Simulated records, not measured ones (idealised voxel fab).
Documented hereafter: the process module known as voxel ribs on slabs.
Displayed cross-section: cut, width of 235 nm, square cells sized 5 nm.
This document writes a cross-section as a grid whose cells are square, and gives it as bands, listed from the top down; one or more rows of cells form a band. What a band's entry tells you: where the top is and where the bottom is, as heights in nm, and after that what lies inside, material by material from left to right, each with its width in nm. Empty space is written as the word "air", and a single material marked with the word "all across" occupies the band from edge to edge. Heights are measured from 0, the level below which the as-received wafer is all one material; the lowest band has no bottom and continues downward, written as in "top 0, no bottom". So if you see something like "30..40" for the width, read it as the top row of the band sitting at the first number and the bottom row at the second, with every row in between moving by the same amount as the last. A step reported as "no alterations made" is a step in which no cell of the cross-section changed. Enclosed voids (no open way to top), threshold 8 cells or more, entry "Fully closed voids", notation width x height at distance, distance from left edge, nm. Past the settings on a step's line: simulator remark, on that step. Among the settings permitted on a step's line is "overlay nm"; applied to a step with a mask, it specifies the extent to which the mask lay to the right of its planned position, whereas a negative figure signifies a position to the left.

So here's the lineup of process steps we planned:
step 1: op RECEIVE | material Si
step 2: op DIRECTIONAL_DEP | material SiO2 | thk nm 25
step 3: op DIRECTIONAL_DEP | material polySi | thk nm 20
step 4: op MASKED_ETCH | tone cover | mask id RIB | width nm 20 | etch materials polySi | depth nm 5 | overlay nm 0
step 5: op MASKED_ETCH | tone cover | mask id SLAB | width nm 70 | etch materials polySi | depth nm 15 | overlay nm 0
step 6: op FILL_DEP | material SiO2 | thk nm 25
step 7: op CMP | height nm 65
step 8: op DIRECTIONAL_DEP | material TiN | thk nm 5
step 9: op PATTERN | tone cover | mask id HEATER | material resist | width nm 30 | thk nm 20 | overlay nm 0
step 10: op DIRECTIONAL_ETCH | etch materials TiN | depth nm 5
step 11: op STRIP | etch materials resist
step 12: op CONFORMAL_DEP | material SiO2 | thk nm 5

Delivered wafer in cross-section: state after step 1:
    top 0, no bottom = Si all across
    Fully closed voids: none

The first of the two wafers as seen in cross-section once the module was finished; processing followed the plan:
    top 75, bottom 70 = air: 95 / SiO2: 40 / air: 100
    top 70, bottom 65 = SiO2: 100 / TiN: 30 / SiO2: 105
    top 65, bottom 45 = SiO2 all across
    top 45, bottom 40 = SiO2: 105 / polySi: 20 / SiO2: 110
    top 40, bottom 25 = SiO2: 80 / polySi: 70 / SiO2: 85
    top 25, bottom 0 = SiO2 all across
    top 0, no bottom = Si all across
    Fully closed voids: none

Wafer two, sectioned after the module: the first wafer's start, the first wafer's plan, and one mistake in how it was run:
    top 70, bottom 65 = air: 100 / TiN: 30 / air: 105
    top 65, bottom 45 = SiO2 all across
    top 45, bottom 40 = SiO2: 105 / polySi: 20 / SiO2: 110
    top 40, bottom 25 = SiO2: 80 / polySi: 70 / SiO2: 85
    top 25, bottom 0 = SiO2 all across
    top 0, no bottom = Si all across
    Fully closed voids: none
Short version of what went wrong: step 12 was left out
Upon completion, the second wafer contains, in terms of cells, a greater or smaller amount of certain materials than the first wafer: SiO2: 49 fewer
